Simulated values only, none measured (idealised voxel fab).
Process module under the name voxel capacitor over wiring
Pictured: cross-section cut, 290 nm wide, on a grid of 5 nm square cells.
Cross-section, as written here: a square-cell grid given band by band from the top down, where a band holds one or more rows of cells.
It is stipulated that each band's entry specify, in nanometres, the height of the top of the band and then that of its bottom, followed by the materials of the band in left-to-right sequence, each together with its width in nanometres. A single material marked by the word "throughout" is understood to fill the band from edge to edge; the word "air" is understood to denote empty space.
Heights are expressed relative to 0, this being the level below which the as-received wafer comprises one material exclusively. The lowest band is unbounded in the downward direction and is denoted as in "0 and below".
Per-row width for "30 to 40": begins at first number (top row of band), ends at second number (bottom row), increment between rows held constant.
For the purposes of this document, the phrase "nothing was modified" attached to a step denotes that no cell within the cross-section was modified by that step.
So "Enclosed cavities" is basically the list of trapped voids: any empty space of 8 cells or more that can't reach the top through an opening. They're written width x height at distance, the distance being from the left edge, and it's all nm.
What comes after the settings on a step's line is commentary from the simulator itself on that step.
What "overlay nm" on a step's line means: if the step has a mask, that mask lay this far to the right of its planned place, or, when the value is negative, to the left.
**List of planned process steps**
1) RECEIVE [material Si]
2) CONFORMAL_DEP [material SiO2] [thk nm 15]
3) DIRECTIONAL_DEP [material TiN] [thk nm 5]
4) DIRECTIONAL_DEP [material W] [thk nm 25]
5) DIRECTIONAL_DEP [material aC] [thk nm 15]
6) PATTERN [tone cover] [mask id METAL_1] [material resist] [width nm 30] [pitch nm 90] [thk nm 30] [overlay nm 0]
7) DIRECTIONAL_ETCH [etch materials aC] [depth nm 15]
8) STRIP [etch materials resist]
9) DIRECTIONAL_ETCH [etch materials W] [depth nm 25]
10) DIRECTIONAL_ETCH [etch materials TiN] [depth nm 5]
11) STRIP [etch materials aC]
12) FILL_DEP [material SiO2] [thk nm 5]
13) CMP [height nm 45]
14) CONFORMAL_DEP [material SiCN] [thk nm 5]
15) DIRECTIONAL_DEP [material lowk] [thk nm 20]
16) MASKED_ETCH [tone open] [mask id PLUG_1] [width nm 15] [etch materials lowk] [depth nm 20] [overlay nm 0]
17) MASKED_ETCH [tone open] [mask id PLUG_1] [width nm 15] [etch materials SiCN] [depth nm 5] [overlay nm 0]
18) CONFORMAL_DEP [material TiN] [thk nm 5]
19) FILL_DEP [material W] [thk nm 10]
20) CMP [height nm 70]
21) DIRECTIONAL_DEP [material TiN] [thk nm 10]
22) DIRECTIONAL_DEP [material Al2O3] [thk nm 5]
23) DIRECTIONAL_DEP [material TiN] [thk nm 10]
24) DIRECTIONAL_DEP [material aC] [thk nm 15]
25) PATTERN [tone cover] [mask id UPPER_PLATE] [material resist] [width nm 65] [thk nm 35] [overlay nm 0]
26) DIRECTIONAL_ETCH [etch materials aC] [depth nm 15]
27) STRIP [etch materials resist]
28) DIRECTIONAL_ETCH [etch materials TiN] [depth nm 10]
29) DIRECTIONAL_ETCH [etch materials Al2O3] [depth nm 5]
30) STRIP [etch materials aC]
31) PATTERN [tone cover] [mask id LOWER_PLATE] [material resist] [width nm 75] [thk nm 15] [overlay nm 0]
32) DIRECTIONAL_ETCH [etch materials TiN] [depth nm 10]
33) STRIP [etch materials resist]
34) FILL_DEP [material SiO2] [thk nm 15]
35) CMP [height nm 105]
36) MASKED_ETCH [tone open] [mask id PLUG_2] [width nm 15] [etch materials SiO2] [depth nm 10] [overlay nm 0]
37) CONFORMAL_DEP [material TiN] [thk nm 5]
38) FILL_DEP [material Cu] [thk nm 5]
39) CMP [height nm 105]
40) CONFORMAL_DEP [material SiCN] [thk nm 5]
**As-received state of the wafer in cross-section, equivalent to post-step 1**
    0 and below = Si throughout
    Enclosed cavities: none
**First wafer of two, sectioned at end of module; run went per plan**
    110 down to 105 = SiCN throughout
    105 down to 100 = 110 SiO2, then 5 TiN, then 5 Cu, then 5 TiN, then 165 SiO2
    100 down to 95 = 110 SiO2, then 15 TiN, then 165 SiO2
    95 down to 85 = 100 SiO2, then 65 TiN, then 125 SiO2
    85 down to 80 = 100 SiO2, then 65 Al2O3, then 125 SiO2
    80 down to 70 = 95 SiO2, then 75 TiN, then 120 SiO2
    70 down to 50 = 100 lowk, then 5 TiN, then 5 W, then 5 TiN, then 175 lowk
    50 down to 45 = 100 SiCN, then 15 TiN, then 175 SiCN
    45 down to 20 = 85 SiO2, then 30 W, then 60 SiO2, then 30 W, then 85 SiO2
    20 down to 15 = 85 SiO2, then 30 TiN, then 60 SiO2, then 30 TiN, then 85 SiO2
    15 down to 0 = SiO2 throughout
    0 and below = Si throughout
    Enclosed cavities: none
**This is the second of the two wafers, cross-sectioned at the end of the module; it started exactly like the first and was given the same plan, but it was run with one mistake**
    110 down to 105 = SiCN throughout
    105 down to 100 = 110 SiO2, then 5 TiN, then 5 Cu, then 5 TiN, then 165 SiO2
    100 down to 95 = 110 SiO2, then 15 TiN, then 165 SiO2
    95 down to 85 = 100 SiO2, then 65 TiN, then 125 SiO2
    85 down to 80 = 100 SiO2, then 65 Al2O3, then 125 SiO2
    80 down to 70 = 95 SiO2, then 75 TiN, then 120 SiO2
    70 down to 50 = 100 lowk, then 5 TiN, then 5 W, then 5 TiN, then 175 lowk
    50 down to 45 = 100 SiCN, then 15 TiN, then 175 SiCN
    45 down to 20 = 85 W, then 30 SiO2, then 60 W, then 30 SiO2, then 85 W
    20 down to 15 = 85 TiN, then 30 SiO2, then 60 TiN, then 30 SiO2, then 85 TiN
    15 down to 0 = SiO2 throughout
    0 and below = Si throughout
    Enclosed cavities: none
Deviation from plan: the process deviated at step 6: the operation and settings actually run there were PATTERN [tone open] [mask id METAL_1] [material resist] [width nm 30] [pitch nm 90] [thk nm 30] [overlay nm 0]
The closing comparison, in cells, has the second wafer with more or fewer of some materials than the first: 204 fewer of SiO2; 34 more of TiN; 170 more of W
